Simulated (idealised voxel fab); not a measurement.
Process module heading - voxel wiring stack
Shown is cross-section cut, with a width of 235 nm and square cells of size 5 nm.
Heads up, the way a cross-section reads in here is a grid of square cells, handed over as bands from the top down, with every band being one or more rows of cells.
For a band, the entry starts with two heights in nm, that of the top and then that of the bottom, and carries on with the band's materials in order from left to right, each alongside its width in nm; the word "all across" beside a single material means it fills the band edge to edge, and "empty" means empty space.
For the purposes of this specification, 0 denotes the height below which the wafer in its as-received condition is composed wholly of one material, and the lowermost band, lacking a lower limit, extends downward without end, as expressed in "0 and below".
It should be noted that a width expressed as "30->40" varies in equal increments from row to row of cells within the band, taking the value of the first number at the top row and that of the second number at the bottom row.
What does "remained unchanged" mean for a step? It means no cell of the cross-section changed in that step.
Voids not open to the top, 8 cells minimum: see "Enclosed void list". Written width x height at distance; distance is from the left edge; nm.
The remark found on a step's line after its settings is issued by the simulator itself and pertains to that step.
overlay nm: where the mask lay relative to plan, measured to the right, on steps with a mask; negatives go left.

## Here's what the planned process steps look like
- 1: RECEIVE (material Si)
- 2: CONFORMAL_DEP (material SiO2; thk nm 10)
- 3: CONFORMAL_DEP (material SiN; thk nm 5)
- 4: DIRECTIONAL_DEP (material lowk; thk nm 20)
- 5: DIRECTIONAL_DEP (material aC; thk nm 10)
- 6: PATTERN (tone open; mask id METAL_1; material resist; width nm 20; pitch nm 45; thk nm 30; overlay nm 0)
- 7: DIRECTIONAL_ETCH (etch materials aC; depth nm 10)
- 8: STRIP (etch materials resist)
- 9: DIRECTIONAL_ETCH (etch materials lowk; depth nm 20)
- 10: DIRECTIONAL_ETCH (etch materials SiN; depth nm 5)
- 11: STRIP (etch materials aC)
- 12: CONFORMAL_DEP (material TiN; thk nm 5)
- 13: FILL_DEP (material Ru; thk nm 5)
- 14: CMP (height nm 35)
- 15: CONFORMAL_DEP (material SiCN; thk nm 5)
- 16: DIRECTIONAL_DEP (material lowk; thk nm 35)
- 17: MASKED_ETCH (tone open; mask id METAL_2_HOLES; width nm 15; pitch nm 45; etch materials lowk; depth nm 35; overlay nm 0)
- 18: DIRECTIONAL_DEP (material aC; thk nm 10)
- 19: PATTERN (tone open; mask id METAL_2; material resist; width nm 20; pitch nm 45; thk nm 25; overlay nm 0)
- 20: DIRECTIONAL_ETCH (etch materials aC; depth nm 10)
- 21: STRIP (etch materials resist)
- 22: DIRECTIONAL_ETCH (etch materials lowk; depth nm 20)
- 23: DIRECTIONAL_ETCH (etch materials SiCN; depth nm 5)
- 24: STRIP (etch materials aC)
- 25: CONFORMAL_DEP (material TiN; thk nm 5)
- 26: FILL_DEP (material Ru; thk nm 5)
- 27: CMP (height nm 75)
- 28: CONFORMAL_DEP (material SiCN; thk nm 5)

## Shown in cross-section is the wafer as received, that is, as it stands after step 1
  0 and below: Si all across
  Enclosed void list: none

## The cross-section shown corresponds to the wafer at the conclusion of the module. The initial structure and the process plan are those presented above; however, one mistake occurred in executing the plan
  80 down to 75: SiCN all across
  75 down to 60: Ru 95 nm / TiN 5 nm / lowk 5 nm / TiN 5 nm / Ru 30 nm / TiN 5 nm / lowk 5 nm / TiN 5 nm / Ru 80 nm
  60 down to 55: TiN 90 nm / Ru 5 nm / TiN 5 nm / lowk 5 nm / TiN 30 nm / Ru 5 nm / TiN 5 nm / lowk 5 nm / TiN 85 nm
  55 down to 45: lowk 85 nm / TiN 5 nm / Ru 5 nm / TiN 5 nm / lowk 30 nm / TiN 5 nm / Ru 5 nm / TiN 5 nm / lowk 90 nm
  45 down to 40: lowk 85 nm / TiN 15 nm / lowk 30 nm / TiN 15 nm / lowk 90 nm
  40 down to 35: SiCN all across
  35 down to 15: lowk 85 nm / TiN 5 nm / Ru 10 nm / TiN 5 nm / lowk 25 nm / TiN 5 nm / Ru 10 nm / TiN 5 nm / lowk 85 nm
  15 down to 10: SiN 85 nm / TiN 20 nm / SiN 25 nm / TiN 20 nm / SiN 85 nm
  10 down to 0: SiO2 all across
  0 and below: Si all across
  Enclosed void list: none
The mistake made against the process plan was this: step 19 ran differently from the plan; actual operation with settings: PATTERN (tone cover; mask id METAL_2; material resist; width nm 20; pitch nm 45; thk nm 25; overlay nm 0)
